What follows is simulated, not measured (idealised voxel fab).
The process module presented herein is designated voxel gate over fins.
Cross-sectional view cut (width: 265 nm; square cell size: 5 nm).
A cross-section in this document is a grid of square cells, and it is written down as bands, the top band listed before the ones below it; a band is made up of one or more rows of cells. This entry defines a band. It first specifies the height of the band's top and the height of its bottom in nm, and then specifies the band's materials from left to right, stating each material with its width in nm. The word "edge to edge" identifies a single material that fills the band from edge to edge, while the word "empty" identifies empty space. Measure heights from 0. That's the level where, below it, the as-received wafer is all one material. The lowest band is bottomless and extends downward; write it as in "z 0 and below". Quick explanation for "30->40": the width changes in equal steps down the rows of cells, from the first number in the band's top row to the second number in its bottom row. When a step is marked "everything unchanged", none of the cells in the cross-section changed during that step. Closed empty spaces (no open way to the top) of 8 cells or more are what "Enclosed internal cavities" lists, each as width x height at distance from the left edge, nm for all three. Past the settings on a step's line: simulator remark, on that step. overlay nm: where the mask lay relative to plan, measured to the right, on steps with a mask; negatives go left.

Planned process steps:
step 1: RECEIVE | material Si
step 2: CONFORMAL_DEP | material SiN | thk nm 5
step 3: MASKED_ETCH | tone cover | mask id FINS | width nm 15 | pitch nm 60 | etch materials SiN | depth nm 5 | overlay nm 0
step 4: MASKED_ETCH | tone cover | mask id FINS | width nm 15 | pitch nm 60 | etch materials Si | depth nm 30 | overlay nm 0
step 5: OXIDIZE | depth nm 5
step 6: FILL_DEP | material SiO2 | thk nm 5
step 7: CMP | height nm 5
step 8: PATTERN | tone open | mask id RAIL | material resist | width nm 15 | thk nm 15 | overlay nm 0
step 9: DIRECTIONAL_ETCH | etch materials SiO2 | depth nm 30
step 10: STRIP | etch materials resist
step 11: CONFORMAL_DEP | material TiN | thk nm 5
step 12: FILL_DEP | material W | thk nm 5
step 13: CMP | height nm 5
step 14: SELECTIVE_ETCH | etch materials W Ru TiN | depth nm 25
step 15: FILL_DEP | material SiO2 | thk nm 5
step 16: CMP | height nm 5
step 17: SELECTIVE_ETCH | etch materials SiO2 | depth nm 15
step 18: STRIP | etch materials SiN
step 19: CONFORMAL_DEP | material HfO2 | thk nm 5
step 20: CONFORMAL_DEP | material TiN | thk nm 5
step 21: CONFORMAL_DEP | material TiAl | thk nm 5
step 22: CONFORMAL_DEP | material TiN | thk nm 5
step 23: FILL_DEP | material W | thk nm 10
step 24: CMP | height nm 25
step 25: CONFORMAL_DEP | material SiN | thk nm 5

As-received state of the wafer in cross-section, equivalent to post-step 1:
	z 0 and below = Si edge to edge
	Enclosed internal cavities: none

Cross-section: first of two wafers, module finished, run according to plan:
	z 30 to 25 = SiN edge to edge
	z 25 to 20 = W edge to edge
	z 20 to 15 = W=80 / TiN=45 / W=15 / TiN=45 / W=80
	z 15 to 10 = W=80 / TiN=5 / TiAl=35 / TiN=5 / W=15 / TiN=5 / TiAl=35 / TiN=5 / W=80
	z 10 to 5 = TiN=85 / TiAl=5 / TiN=25 / TiAl=5 / TiN=25 / TiAl=5 / TiN=25 / TiAl=5 / TiN=85
	z 5 to 0 = TiAl=90 / TiN=5 / HfO2=15 / TiN=5 / TiAl=35 / TiN=5 / HfO2=15 / TiN=5 / TiAl=90
	z 0 to -5 = TiN=95 / HfO2=5 / Si=5 / HfO2=5 / TiN=45 / HfO2=5 / Si=5 / HfO2=5 / TiN=95
	z -5 to -10 = HfO2=100 / Si=5 / HfO2=55 / Si=5 / HfO2=100
	z -10 to -20 = SiO2=100 / Si=5 / SiO2=55 / Si=5 / SiO2=100
	z -20 to -25 = SiO2=100 / Si=5 / SiO2=20 / TiN=15 / SiO2=20 / Si=5 / SiO2=100
	z -25 to -35 = SiO2=100 / Si=5 / SiO2=55 / Si=5 / SiO2=100
	z -35 and below = Si edge to edge
	Enclosed internal cavities: none

So this is wafer number two of the two, cut at the end of the module - it started where the first did and had the same plan, we just got one thing wrong running it:
	z 30 to 25 = SiN edge to edge
	z 25 to 20 = W edge to edge
	z 20 to 15 = W=80 / TiN=45 / W=15 / TiN=45 / W=80
	z 15 to 10 = W=80 / TiN=5 / TiAl=35 / TiN=5 / W=15 / TiN=5 / TiAl=35 / TiN=5 / W=80
	z 10 to 5 = TiN=85 / TiAl=5 / TiN=25 / TiAl=5 / TiN=25 / TiAl=5 / TiN=25 / TiAl=5 / TiN=85
	z 5 to 0 = TiAl=90 / TiN=5 / HfO2=15 / TiN=5 / TiAl=35 / TiN=5 / HfO2=15 / TiN=5 / TiAl=90
	z 0 to -5 = TiN=95 / HfO2=5 / Si=5 / HfO2=5 / TiN=45 / HfO2=5 / Si=5 / HfO2=5 / TiN=95
	z -5 to -10 = HfO2=100 / Si=5 / HfO2=55 / Si=5 / HfO2=100
	z -10 to -20 = SiO2=100 / Si=5 / SiO2=25 / HfO2=5 / SiO2=25 / Si=5 / SiO2=100
	z -20 to -25 = SiO2=100 / Si=5 / SiO2=20 / TiN=15 / SiO2=20 / Si=5 / SiO2=100
	z -25 to -35 = SiO2=100 / Si=5 / SiO2=55 / Si=5 / SiO2=100
	z -35 and below = Si edge to edge
	Enclosed internal cavities: none
What went wrong in running the wafer? step 12 changed vs plan, executed as FILL_DEP | material SiN | thk nm 5
Cell-count delta at end, second wafer over first, by material: HfO2 +2, SiO2 -2
